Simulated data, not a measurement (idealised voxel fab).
The process module presented herein is designated voxel gate over fins.
Cross-section cut spans 255 nm and uses square cells 5 nm in size.
If you're reading a cross-section in this doc, picture square cells in a grid; it comes to you as bands, top ones listed first down to the bottom, and a band can be one or more rows of cells. In this notation a band is specified by the heights of its top and bottom, in that order and in nm, after which its materials appear from left to right, each paired with its width in nm. The word "throughout" attached to a single material means that material fills the band from edge to edge; the word "empty" stands for empty space. The reference from which all heights are counted is 0, the level beneath which the as-received wafer is entirely one material; the lowest band, having no lower bound, proceeds downward and is written after the example "0..down". Width spec "30..40" -> top row of cells at first value, bottom row at second value, equal per-row change in between. The cross-section has no changed cell in any step marked "nothing altered". For the entry "Closed void catalog", the listed items are empty spaces with no open way to the top whose size is 8 cells or more; each item follows the pattern width x height at distance, where distance is from the left edge and all three are in nm. Formally, on a step line, whatever follows the settings is a remark that the simulator itself makes on the step. overlay nm: for a step with a mask, the amount by which the mask lay right of where it was planned; a negative amount means left of it.
Process steps (planned)
| 1 | RECEIVE,material Si |
| 2 | CONFORMAL_DEP,material SiN,thk nm 10 |
| 3 | MASKED_ETCH,tone cover,mask id FINS,width nm 15,pitch nm 60,etch materials SiN,depth nm 10,overlay nm 0 |
| 4 | MASKED_ETCH,tone cover,mask id FINS,width nm 15,pitch nm 60,etch materials Si,depth nm 35,overlay nm 0 |
| 5 | OXIDIZE,depth nm 5 |
| 6 | FILL_DEP,material SiO2,thk nm 10 |
| 7 | CMP,height nm 10 |
| 8 | PATTERN,tone open,mask id RAIL,material resist,width nm 15,thk nm 20,overlay nm 0 |
| 9 | DIRECTIONAL_ETCH,etch materials SiO2,depth nm 40 |
| 10 | STRIP,etch materials resist |
| 11 | CONFORMAL_DEP,material TiN,thk nm 5 |
| 12 | FILL_DEP,material Ru,thk nm 5 |
| 13 | CMP,height nm 10 |
| 14 | SELECTIVE_ETCH,etch materials W Ru TiN,depth nm 30 |
| 15 | FILL_DEP,material SiO2,thk nm 5 |
| 16 | CMP,height nm 10 |
| 17 | SELECTIVE_ETCH,etch materials SiO2,depth nm 25 |
| 18 | STRIP,etch materials SiN |
| 19 | CONFORMAL_DEP,material HfO2,thk nm 5 |
| 20 | CONFORMAL_DEP,material TiN,thk nm 5 |
| 21 | FILL_DEP,material W,thk nm 15 |
| 22 | CMP,height nm 20 |
| 23 | CONFORMAL_DEP,material SiCN,thk nm 10 |
It is noted that the wafers described herein are identical at the outset and are distinguished by the width nm of step 4; the value stated in the plan corresponds to the first wafer.
Sectional view: first of several wafers, as received, after step 1
- 0..down: Si throughout
- Closed void catalog: none
So in this table every wafer gets its own row, and what you see is where it stands at the end of the module: for each material, how many cells it picked up (+) or gave up (-) since we received it, and after that its closed voids
width nm 15 | +69 HfO2 | +1 Ru | -384 Si | +102 SiCN | +234 SiO2 | +74 TiN | +210 W | Closed void catalog: none
width nm 20 | +69 HfO2 | +1 Ru | -363 Si | +102 SiCN | +219 SiO2 | +74 TiN | +204 W | Closed void catalog: none
width nm 25 | +69 HfO2 | +1 Ru | -342 Si | +102 SiCN | +204 SiO2 | +74 TiN | +198 W | Closed void catalog: none
width nm 30 | +69 HfO2 | +1 Ru | -321 Si | +102 SiCN | +189 SiO2 | +74 TiN | +192 W | Closed void catalog: none
